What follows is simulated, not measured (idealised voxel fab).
This is a process module. Its name is voxel transistor to metal.
It is cross-section cut that appears here, measuring 185 nm in width, its square cells being 5 nm in size.
Notation: cross-section as square-cell grid; stated in bands, top first, going down; one or more cell rows per band.
Band: top height; bottom height; in nm. Then, left to right: material with width in nm, for each material. "throughout": a single material spanning edge to edge. "blank": empty space.
The level at which height equals 0 is the one under which the wafer, as it arrives, is entirely one material. No lower edge exists for the bottom band, which continues downward and is notated as in "0 nm and below".
The expression "30->40" gives the width at the extremes of the band, the first number at its top row of cells and the second at its bottom row, with the width changing by equal amounts from each row to the next in between.
A step reported as "remains unaltered" is a step in which no cell of the cross-section changed.
For the entry "Trapped voids", the listed items are empty spaces with no open way to the top whose size is 8 cells or more; each item follows the pattern width x height at distance, where distance is from the left edge and all three are in nm.
That trailing text on a step's line, after the settings, is the simulator's own remark on the step.
The setting "overlay nm" may be written on the line of a step. When the step uses a mask, the value reports how far to the right of the planned place the mask lay, and a negative value reports that it lay to the left.

THE FOLLOWING LIST GIVES THE PLANNED PROCESS STEPS
step 1: op RECEIVE | material Si
step 2: op CONFORMAL_DEP | material SiO2 | thk nm 5
step 3: op CONFORMAL_DEP | material SiN | thk nm 10
step 4: op MASKED_ETCH | tone cover | mask id ACTIVE | width nm 95 | etch materials SiN | depth nm 10 | overlay nm 0
step 5: op MASKED_ETCH | tone cover | mask id ACTIVE | width nm 95 | etch materials SiO2 | depth nm 5 | overlay nm 0
step 6: op MASKED_ETCH | tone cover | mask id ACTIVE | width nm 95 | etch materials Si | depth nm 30 | overlay nm 0
step 7: op FILL_DEP | material SiO2 | thk nm 10
step 8: op CMP | height nm 15
step 9: op SELECTIVE_ETCH | etch materials SiO2 | depth nm 5
step 10: op STRIP | etch materials SiN
step 11: op SELECTIVE_ETCH | etch materials SiO2 | depth nm 5
step 12: op OXIDIZE | depth nm 5
step 13: op DIRECTIONAL_DEP | material polySi | thk nm 30
step 14: op DIRECTIONAL_DEP | material SiCN | thk nm 10
step 15: op MASKED_ETCH | tone cover | mask id GATE | width nm 15 | etch materials SiCN | depth nm 20 | overlay nm 0
step 16: op MASKED_ETCH | tone cover | mask id GATE | width nm 15 | etch materials polySi | depth nm 40 | overlay nm 0
step 17: op CONFORMAL_DEP | material SiN | thk nm 10
step 18: op DIRECTIONAL_ETCH | etch materials SiN | depth nm 10
step 19: op DIRECTIONAL_ETCH | etch materials SiO2 | depth nm 5
step 20: op DIRECTIONAL_ETCH | etch materials Si | depth nm 10
step 21: op EPI | material nSi | thk nm 10
step 22: op FILL_DEP | material SiO2 | thk nm 10
step 23: op CMP | height nm 40
step 24: op DIRECTIONAL_DEP | material SiO2 | thk nm 10
step 25: op PATTERN | tone open | mask id CONTACT | material resist | width nm 30 | pitch nm 55 | thk nm 20 | overlay nm 0
step 26: op DIRECTIONAL_ETCH | etch materials SiO2 | depth nm 55
step 27: op STRIP | etch materials resist
step 28: op CONFORMAL_DEP | material TiN | thk nm 5
step 29: op FILL_DEP | material Ru | thk nm 5
step 30: op CMP | height nm 50
step 31: op DIRECTIONAL_DEP | material TiN | thk nm 5
step 32: op DIRECTIONAL_DEP | material W | thk nm 15
step 33: op PATTERN | tone cover | mask id METAL_1 | material resist | width nm 20 | pitch nm 65 | thk nm 20 | overlay nm 0
step 34: op DIRECTIONAL_ETCH | etch materials W | depth nm 15
step 35: op DIRECTIONAL_ETCH | etch materials TiN | depth nm 5
step 36: op STRIP | etch materials resist
step 37: op CONFORMAL_DEP | material SiCN | thk nm 5
step 38: op FILL_DEP | material SiO2 | thk nm 5
step 39: op CMP | height nm 70
step 40: op CONFORMAL_DEP | material SiN | thk nm 5

CROSS-SECTION OF THE WAFER AT RECEIPT, WHICH IS THE CONDITION AFTER STEP 1
    0 nm and below  Si throughout
    Trapped voids: none

LOOKING AT THE FIRST OF TWO WAFERS IN CROSS-SECTION AT END OF MODULE - RAN TO PLAN
    75 nm to 70 nm  SiN throughout
    70 nm to 55 nm  SiO2 (45), then SiCN (5), then W (20), then SiCN (5), then SiO2 (35), then SiCN (5), then W (20), then SiCN (5), then SiO2 (45)
    55 nm to 50 nm  SiCN (50), then TiN (20), then SiCN (45), then TiN (20), then SiCN (50)
    50 nm to 40 nm  SiO2 (50), then TiN (5), then Ru (20->15), then TiN (5->10), then SiO2 (25), then TiN (5->10), then Ru (20->15), then TiN (5), then SiO2 (50)
    40 nm to 30 nm  SiO2 (50), then TiN (5), then Ru (15), then TiN (5), then SiN (10), then SiCN (15), then SiN (10), then TiN (5), then Ru (15), then TiN (5), then SiO2 (50)
    30 nm to 10 nm  SiO2 (50), then TiN (5), then Ru (15), then TiN (5), then SiN (10), then polySi (15), then SiN (10), then TiN (5), then Ru (15), then TiN (5), then SiO2 (50)
    10 nm to 5 nm  SiO2 (50), then TiN (25), then SiN (10), then polySi (15), then SiN (10), then TiN (25), then SiO2 (50)
    5 nm to 0 nm  SiO2 (40), then SiN (10), then nSi (10), then TiN (5), then nSi (10), then SiN (10), then polySi (15), then SiN (10), then nSi (10), then TiN (5), then nSi (10), then SiN (10), then SiO2 (40)
    0 nm to -5 nm  SiO2 (50), then nSi (10), then TiN (5), then nSi (10), then SiO2 (35), then nSi (10), then TiN (5), then nSi (10), then SiO2 (50)
    -5 nm to -15 nm  SiO2 (45), then Si (5), then nSi (25), then Si (35), then nSi (25), then Si (5), then SiO2 (45)
    -15 nm to -30 nm  SiO2 (45), then Si (95), then SiO2 (45)
    -30 nm and below  Si throughout
    Trapped voids: none

SECOND WAFER CROSS-SECTION AT END OF MODULE - SHARED START AND PLAN WITH THE FIRST, ONE MISTAKE IN THE RUN
    70 nm to 65 nm  SiN throughout
    65 nm to 55 nm  SiO2 (45), then SiCN (5), then W (20), then SiCN (5), then SiO2 (35), then SiCN (5), then W (20), then SiCN (5), then SiO2 (45)
    55 nm to 50 nm  SiCN (50), then TiN (20), then SiCN (45), then TiN (20), then SiCN (50)
    50 nm to 40 nm  SiO2 (50), then TiN (5), then Ru (20->15), then TiN (5->10), then SiO2 (25), then TiN (5->10), then Ru (20->15), then TiN (5), then SiO2 (50)
    40 nm to 30 nm  SiO2 (50), then TiN (5), then Ru (15), then TiN (5), then SiN (10), then SiCN (15), then SiN (10), then TiN (5), then Ru (15), then TiN (5), then SiO2 (50)
    30 nm to 10 nm  SiO2 (50), then TiN (5), then Ru (15), then TiN (5), then SiN (10), then polySi (15), then SiN (10), then TiN (5), then Ru (15), then TiN (5), then SiO2 (50)
    10 nm to 5 nm  SiO2 (50), then TiN (25), then SiN (10), then polySi (15), then SiN (10), then TiN (25), then SiO2 (50)
    5 nm to 0 nm  SiO2 (40), then SiN (10), then nSi (10), then TiN (5), then nSi (10), then SiN (10), then polySi (15), then SiN (10), then nSi (10), then TiN (5), then nSi (10), then SiN (10), then SiO2 (40)
    0 nm to -5 nm  SiO2 (50), then nSi (10), then TiN (5), then nSi (10), then SiO2 (35), then nSi (10), then TiN (5), then nSi (10), then SiO2 (50)
    -5 nm to -15 nm  SiO2 (45), then Si (5), then nSi (25), then Si (35), then nSi (25), then Si (5), then SiO2 (45)
    -15 nm to -30 nm  SiO2 (45), then Si (95), then SiO2 (45)
    -30 nm and below  Si throughout
    Trapped voids: none
Deviation noted in wafer processing: planned and actual differ for step 39; actual: op CMP | height nm 65
Final comparison by cell count, materials where the second wafer has more or fewer than the first: SiCN: 4 fewer | SiO2: 25 fewer | W: 8 fewer
